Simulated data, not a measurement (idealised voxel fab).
The process module that follows is named voxel local oxidation.
FYI the section here is cut, 170 nm wide, cells are 5 nm squares.
Think of the cross-section as a grid of square cells. We describe it in bands, top to bottom, and each band covers one or more rows of those cells. Read a band's entry like this: the first values are the height of its top and the height of its bottom in nm, and what follows is the sequence of materials from left to right, each with its width in nm. Note that "empty" is empty space, and that a single material marked "everywhere" reaches across the band from edge to edge. The level at which height equals 0 is the one under which the wafer, as it arrives, is entirely one material. No lower edge exists for the bottom band, which continues downward and is notated as in "0..down". A width given as "30->40" starts at the first number in the band's top row and ends at the second number in its bottom row, shifting by an equal amount at every step from row to row. Step note "nothing changed" = no cross-section cell changed. Closed-off voids of 8+ cells (no open route to the top) go in "Enclosed void listing", written width x height at distance from the left edge, in nm. Read whatever lies past the settings on a step's line as the simulator's own remark about the step. "overlay nm", when on a step's line for a step with a mask, measures how far to the right of its planned place the mask lay; a negative measure means to the left.
Here's what the planned process steps look like:
1 RECEIVE,material Si
2 OXIDIZE,depth nm 5
3 CONFORMAL_DEP,material SiN,thk nm 10
4 MASKED_ETCH,tone cover,mask id ACTIVE,width nm 100,etch materials SiN,depth nm 10,overlay nm 0
5 SELECTIVE_ETCH,etch materials SiO2,depth nm 5
6 OXIDIZE,depth nm 10
7 STRIP,etch materials SiN
Account of the first of two wafers, which was processed as intended:
Cross-section: wafer on arrival = after step 1:
0..down | Si everywhere
Enclosed void listing: none
After step 2:
0..-5 | SiO2 everywhere
Below a height of -5, the structure has not been altered.
After step 3:
10..0 | SiN everywhere
Below a height of 0, the structure has not been altered.
After step 4:
10..0 | empty: 35, then SiN: 100, then empty: 35
Below a height of 0, the structure has not been altered.
After step 5:
10..0 | empty: 35, then SiN: 100, then empty: 35
0..-5 | empty: 40, then SiO2: 90, then empty: 40
Below a height of -5, the structure has not been altered.
After step 6:
10..0 | empty: 35, then SiN: 100, then empty: 35
0..-5 | empty: 40, then SiO2: 90, then empty: 40
-5..-15 | SiO2: 50, then Si: 70, then SiO2: 50
Below a height of -15, the structure has not been altered.
After step 7:
0..-5 | empty: 40, then SiO2: 90, then empty: 40
Below a height of -5, the structure has not been altered.
The second wafer: identical to the first at the outset and in its planned sequence, differing only in that one mistake was made during processing; up to and including step 5, its path is the first wafer's path:
The second wafer in cross-section, at the planned close of step 6:
10..0 | empty: 35, then SiN: 100, then empty: 35
0..-5 | empty: 40, then SiO2: 90, then empty: 40
-5..-10 | SiO2: 45, then Si: 80, then SiO2: 45
Below a height of -10, the structure has not been altered.
The second wafer in cross-section, at the planned close of step 7:
0..-5 | empty: 40, then SiO2: 90, then empty: 40
Below a height of -5, the structure has not been altered.
Short version of what went wrong: step 6 ran as: OXIDIZE,depth nm 5
Wafer comparison, final, in cells, second relative to first, materials more or fewer: +22 Si | -22 SiO2
